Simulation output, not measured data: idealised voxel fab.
Process module in this document: voxel wiring stack
Pictured: cross-section cut, 160 nm wide, on a grid of 5 nm square cells.
Heads up, the way a cross-section reads in here is a grid of square cells, handed over as bands from the top down, with every band being one or more rows of cells. In this notation a band is specified by the heights of its top and bottom, in that order and in nm, after which its materials appear from left to right, each paired with its width in nm. The word "throughout" attached to a single material means that material fills the band from edge to edge; the word "empty" stands for empty space. Convention: height 0 is the level below which the wafer, as received, is all one material. The lowest band does not terminate at the bottom but continues downward, represented as "0 down". You'd read "30 to 40" like this: the band's top row of cells is as wide as the first number, its bottom row is as wide as the second, and going down, every row changes width by the same amount as the row before did. Any step labelled "everything unchanged" changed none of the cells in the cross-section. Closed empty spaces (no open way to the top) of 8 cells or more are what "Closed void roster" lists, each as width x height at distance from the left edge, nm for all three. That trailing text on a step's line, after the settings, is the simulator's own remark on the step. "overlay nm" answers the question of how far to the right of plan the mask lay on a step that has a mask, and when it is negative the answer is to the left.

List of planned process steps
1,RECEIVE (material Si)
2,CONFORMAL_DEP (material SiO2; thk nm 15)
3,DIRECTIONAL_DEP (material TiN; thk nm 5)
4,DIRECTIONAL_DEP (material W; thk nm 20)
5,MASKED_ETCH (tone cover; mask id METAL_1; width nm 20; pitch nm 50; etch materials W; depth nm 20; overlay nm 0)
6,MASKED_ETCH (tone cover; mask id METAL_1; width nm 20; pitch nm 50; etch materials TiN; depth nm 5; overlay nm 0)
7,FILL_DEP (material SiO2; thk nm 10)
8,CMP (height nm 40)
9,CONFORMAL_DEP (material SiCN; thk nm 5)
10,DIRECTIONAL_DEP (material SiO2; thk nm 20)
11,DIRECTIONAL_DEP (material aC; thk nm 15)
12,PATTERN (tone open; mask id PLUG_1; material resist; width nm 15; pitch nm 50; thk nm 35; overlay nm 0)
13,DIRECTIONAL_ETCH (etch materials aC; depth nm 15)
14,STRIP (etch materials resist)
15,DIRECTIONAL_ETCH (etch materials SiO2; depth nm 20)
16,DIRECTIONAL_ETCH (etch materials SiCN; depth nm 5)
17,STRIP (etch materials aC)
18,EPI (material Ru; thk nm 10)
19,EPI (material Ru; thk nm 10)
20,EPI (material Ru; thk nm 5)
21,DIRECTIONAL_DEP (material TiN; thk nm 5)
22,DIRECTIONAL_DEP (material Ru; thk nm 25)
23,PATTERN (tone cover; mask id METAL_2; material resist; width nm 20; pitch nm 50; thk nm 15; overlay nm 0)
24,DIRECTIONAL_ETCH (etch materials Ru; depth nm 25)
25,DIRECTIONAL_ETCH (etch materials TiN; depth nm 5)
26,STRIP (etch materials resist)
27,FILL_DEP (material SiO2; thk nm 10)
28,CMP (height nm 95)
29,CONFORMAL_DEP (material SiCN; thk nm 5)

Cross-section of the wafer upon arrival, representing the state reached after step 1
- 0 down: Si throughout
- Closed void roster: none

Same starting wafer, same plan as above, one mistake in the execution; this is the cross-section at the end of the module
- 100 to 95: SiCN throughout
- 95 to 90: SiO2 20 nm | TiN 20 nm | SiO2 30 nm | TiN 20 nm | SiO2 30 nm | TiN 20 nm | SiO2 20 nm
- 90 to 65: Ru throughout
- 65 to 45: SiO2 20 nm | Ru 15 nm | SiO2 35 nm | Ru 15 nm | SiO2 35 nm | Ru 15 nm | SiO2 25 nm
- 45 to 40: SiCN 20 nm | Ru 15 nm | SiCN 35 nm | Ru 15 nm | SiCN 35 nm | Ru 15 nm | SiCN 25 nm
- 40 to 20: SiO2 20 nm | W 20 nm | SiO2 30 nm | W 20 nm | SiO2 30 nm | W 20 nm | SiO2 20 nm
- 20 to 15: SiO2 20 nm | TiN 20 nm | SiO2 30 nm | TiN 20 nm | SiO2 30 nm | TiN 20 nm | SiO2 20 nm
- 15 to 0: SiO2 throughout
- 0 down: Si throughout
- Closed void roster: none
Run error: steps 21 and 22 traded places in the executed sequence
